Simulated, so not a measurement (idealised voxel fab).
process module | voxel gate over fins
cross-section cut | 275 nm wide | cells 5 nm
A cross-section is a grid of square cells, given in bands from the top down. A band is one or more rows of cells.
Each band's line starts with the height of the band's top and of its bottom, in nm. Then come its materials from left to right, each with its width in nm. One material with "throughout" fills the band from edge to edge. "air" is empty space.
Height 0 is the level under which the wafer as received is all one material. The lowest band goes on downwards, as in "0 down".
A width such as "30 to 40" changes by the same amount from each row of cells to the next, from the band's top row to its bottom row.
"no change" after a step means that no cell of the cross-section changed.
closed voids: empty space of 8 cells or more with no open way to the top, each as width x height at its distance from the left edge, in nm
after a step's settings: what the simulator itself notes on the step
overlay nm, on a step with a mask: how far to the right of its planned place the mask lay; to the left if negative
plan
1 op RECEIVE | material Si
2 op CONFORMAL_DEP | material SiN | thk nm 5
3 op PATTERN | tone cover | mask id FINS | material resist | width nm 15 | pitch nm 55 | thk nm 15 | overlay nm 0
4 op DIRECTIONAL_ETCH | etch materials SiN | depth nm 5
5 op DIRECTIONAL_ETCH | etch materials Si | depth nm 30
6 op STRIP | etch materials resist
7 op FILL_DEP | material SiO2 | thk nm 10
8 op CMP | height nm 5
9 op MASKED_ETCH | tone open | mask id RAIL | width nm 15 | etch materials SiO2 | depth nm 30 | overlay nm 0
10 op CONFORMAL_DEP | material TiN | thk nm 5
11 op FILL_DEP | material W | thk nm 5
12 op CMP | height nm 5
13 op SELECTIVE_ETCH | etch materials W Ru TiN | depth nm 20
14 op FILL_DEP | material SiO2 | thk nm 5
15 op CMP | height nm 5
16 op SELECTIVE_ETCH | etch materials SiO2 | depth nm 15
17 op STRIP | etch materials SiN
18 op CONFORMAL_DEP | material HfO2 | thk nm 5
19 op CONFORMAL_DEP | material TiN | thk nm 5
20 op CONFORMAL_DEP | material TiAl | thk nm 5
21 op CONFORMAL_DEP | material TiN | thk nm 5
22 op FILL_DEP | material W | thk nm 15
23 op CMP | height nm 30
24 op CONFORMAL_DEP | material SiN | thk nm 10
as received, after step 1
  0 down: Si throughout
  closed voids: none
a wafer at the end: this start, this plan, one mistake
  40 to 30: SiN throughout
  30 to 20: W throughout
  20 to 15: TiN throughout
  15 to 10: TiAl throughout
  10 to 5: TiN throughout
  5 to 0: HfO2 105 | TiN 5 | HfO2 50 | TiN 5 | HfO2 110
  0 to -5: Si 100 | HfO2 5 | TiN 5 | HfO2 5 | Si 40 | HfO2 5 | TiN 5 | HfO2 5 | Si 105
  -5 to -10: Si 100 | HfO2 15 | Si 40 | HfO2 15 | Si 105
  -10 to -30: Si 100 | SiO2 15 | Si 40 | SiO2 15 | Si 105
  -30 down: Si throughout
  closed voids: none
what went wrong: step 3 ran as: op PATTERN | tone open | mask id FINS | material resist | width nm 15 | pitch nm 55 | thk nm 15 | overlay nm 0
